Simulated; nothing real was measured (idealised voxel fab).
Process module name: voxel tone inversion
It is cross-section cut that appears here, measuring 220 nm in width, its square cells being 5 nm in size.
The cross-sections in this document take the form of a grid made of square cells. They are written out as bands, in order from top to bottom. Each band consists of one or more rows of cells.
Within each band entry, the heights of the top and of the bottom of the band appear first, in that order and in nm; the materials of the band then follow from left to right, each with its corresponding width in nm. The designation "everywhere" on a single material indicates that it fills the band from edge to edge; the designation "blank" indicates empty space.
Height is counted from the level 0, under which the received wafer is composed throughout of one material. The lowest of the bands is not closed at the bottom but continues downward, in the notation "0 and below".
A width given as "30 to 40" starts at the first number in the band's top row and ends at the second number in its bottom row, shifting by an equal amount at every step from row to row.
"nothing changed" after a step means that no cell of the cross-section changed.
Listed in "Sealed void listing": every empty space of 8 or more cells without an open way to the top. Form: width x height at distance, the distance being from the left edge, all in nm.
If you see something after the settings on a step's line, that's the simulator's own remark about that step.
overlay nm: right-of-plan distance of the mask on a masked step; negative values mean left-of-plan.
plan:
1) RECEIVE (material Si)
2) CONFORMAL_DEP (material SiN; thk nm 10)
3) DIRECTIONAL_DEP (material polySi; thk nm 25)
4) PATTERN (tone cover; mask id POSTS; material resist; width nm 20; pitch nm 45; thk nm 30; overlay nm -15)
5) DIRECTIONAL_ETCH (etch materials polySi; depth nm 25)
6) STRIP (etch materials resist)
7) FILL_DEP (material lowk; thk nm 10)
8) CMP (height nm 35)
9) STRIP (etch materials polySi)
10) CONFORMAL_DEP (material TiN; thk nm 5)
11) FILL_DEP (material Cu; thk nm 5)
12) CMP (height nm 35)
13) CONFORMAL_DEP (material SiCN; thk nm 5)
Split variable: overlay nm, step 4. Plan value = first wafer. Wafers start alike.
Cross-section of the first incoming wafer of several, state after step 1:
* 0 and below = Si everywhere
* Sealed void listing: none
Quick key for the table: a row per wafer, taken at the end of the module. For each material it tells you how many cells the wafer gained (+) or lost (-) since it came in, and the closed voids come after:
overlay nm -15, +32 Cu, +44 SiCN, +88 SiN, +48 TiN, +140 lowk, Sealed void listing: none
overlay nm -10, +32 Cu, +44 SiCN, +88 SiN, +48 TiN, +140 lowk, Sealed void listing: none
overlay nm -5, +32 Cu, +44 SiCN, +88 SiN, +48 TiN, +140 lowk, Sealed void listing: none
overlay nm 0, +32 Cu, +44 SiCN, +88 SiN, +48 TiN, +140 lowk, Sealed void listing: none
overlay nm 5, +32 Cu, +44 SiCN, +88 SiN, +48 TiN, +140 lowk, Sealed void listing: none
overlay nm 10, +32 Cu, +44 SiCN, +88 SiN, +48 TiN, +140 lowk, Sealed void listing: none
overlay nm 15, +32 Cu, +44 SiCN, +88 SiN, +48 TiN, +140 lowk, Sealed void listing: none
